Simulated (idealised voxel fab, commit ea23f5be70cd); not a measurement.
Process module under the name voxel double patterning
Pictured: cross-section cut, 175 nm wide, on a grid of 5 nm square cells.
Each cross-section below is a grid of square cells, stated as bands in top-down order, with one or more rows of cells making up each band.
Band: top height; bottom height; in nm. Then, left to right: material with width in nm, for each material. "all across": a single material spanning edge to edge. "empty": empty space.
Heights are expressed relative to 0, this being the level below which the as-received wafer comprises one material exclusively. The lowest band is unbounded in the downward direction and is denoted as in "z 0 and below".
When a width is written as two numbers, as in "30 to 40", the first number is the width in the top row of cells of the band and the second is the width in its bottom row, and the width changes by the same amount from each row to the next.
The designation "no alteration", where it is given for a processing step, indicates that no cell of the cross-section was altered in the course of that step.
For the entry "Enclosed void inventory", the listed items are empty spaces with no open way to the top whose size is 8 cells or more; each item follows the pattern width x height at distance, where distance is from the left edge and all three are in nm.
Heads up: the bit after the settings on a step's line is the simulator's remark on that step.
overlay nm: mask right of planned place by this much (step with mask). Neg. = left.

# So here's the lineup of process steps we planned
1: RECEIVE,material Si
2: CONFORMAL_DEP,material SiN,thk nm 5
3: DIRECTIONAL_DEP,material SiO2,thk nm 20
4: DIRECTIONAL_DEP,material SiCN,thk nm 5
5: DIRECTIONAL_DEP,material aC,thk nm 15
6: PATTERN,tone open,mask id FIRST,material resist,width nm 15,pitch nm 50,thk nm 30,overlay nm 0
7: DIRECTIONAL_ETCH,etch materials aC,depth nm 15
8: STRIP,etch materials resist
9: DIRECTIONAL_ETCH,etch materials SiCN,depth nm 5
10: STRIP,etch materials aC
11: DIRECTIONAL_DEP,material aC,thk nm 10
12: PATTERN,tone open,mask id SECOND,material resist,width nm 15,thk nm 30,overlay nm 0
13: DIRECTIONAL_ETCH,etch materials aC,depth nm 10
14: STRIP,etch materials resist
15: DIRECTIONAL_ETCH,etch materials SiCN,depth nm 5
16: STRIP,etch materials aC
17: DIRECTIONAL_ETCH,etch materials SiO2,depth nm 20
18: STRIP,etch materials SiCN

# Step 1 complete: cross-section of the wafer as received
  z 0 and below | Si all across
  Enclosed void inventory: none

# Here's the wafer cut in cross-section after the module, started and planned just like above, except one thing was done wrong in the run
  z 45 to 25 | SiO2 55, empty 15, SiO2 10, empty 15, SiO2 10, empty 15, SiO2 55
  z 25 to 5 | SiO2 all across
  z 5 to 0 | SiN all across
  z 0 and below | Si all across
  Enclosed void inventory: none
In executing the process, a mistake was made relative to the plan: twice over, step 3 of the plan was run
